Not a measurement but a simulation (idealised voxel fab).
process module | voxel fin reveal
cross-section cut | 280 nm wide | cells 5 nm
A cross-section is a grid of square cells, given in bands from the top down. A band is one or more rows of cells.
Each band's line starts with the height of the band's top and of its bottom, in nm. Then come its materials from left to right, each with its width in nm. One material with "throughout" fills the band from edge to edge. "air" is empty space.
Height 0 is the level under which the wafer as received is all one material. The lowest band goes on downwards, as in "0 down".
A width such as "30 to 40" changes by the same amount from each row of cells to the next, from the band's top row to its bottom row.
"no change" after a step means that no cell of the cross-section changed.
closed voids: empty space of 8 cells or more with no open way to the top, each as width x height at its distance from the left edge, in nm
after a step's settings: what the simulator itself notes on the step
overlay nm, on a step with a mask: how far to the right of its planned place the mask lay; to the left if negative
plan
1 op RECEIVE | material Si
2 op CONFORMAL_DEP | material SiN | thk nm 5
3 op PATTERN | tone cover | mask id FINS | material resist | width nm 15 | pitch nm 40 | thk nm 20 | overlay nm 0
4 op DIRECTIONAL_ETCH | etch materials SiN | depth nm 5
5 op DIRECTIONAL_ETCH | etch materials Si | depth nm 40
6 op STRIP | etch materials resist
7 op OXIDIZE | depth nm 5
8 op FILL_DEP | material SiO2 | thk nm 15
9 op CMP | height nm 5
10 op SELECTIVE_ETCH | etch materials SiO2 | depth nm 35
11 op STRIP | etch materials SiN
as received, after step 1
  0 down: Si throughout
  closed voids: none
first wafer at the end, as planned
  0 to -30: air 75 | Si 5 | air 35 | Si 5 | air 35 | Si 5 | air 35 | Si 5 | air 80
  -30 to -45: SiO2 75 | Si 5 | SiO2 35 | Si 5 | SiO2 35 | Si 5 | SiO2 35 | Si 5 | SiO2 80
  -45 down: Si throughout
  closed voids: none
second wafer at the end: like start, like plan, one mistake
  5 to 0: air 70 | SiN 15 | air 25 | SiN 15 | air 25 | SiN 15 | air 25 | SiN 15 | air 75
  0 to -30: air 75 | Si 5 | air 35 | Si 5 | air 35 | Si 5 | air 35 | Si 5 | air 80
  -30 to -45: SiO2 75 | Si 5 | SiO2 35 | Si 5 | SiO2 35 | Si 5 | SiO2 35 | Si 5 | SiO2 80
  -45 down: Si throughout
  closed voids: none
what went wrong: step 11 was left out
at the end the second wafer has, in cells: 12 more of SiN
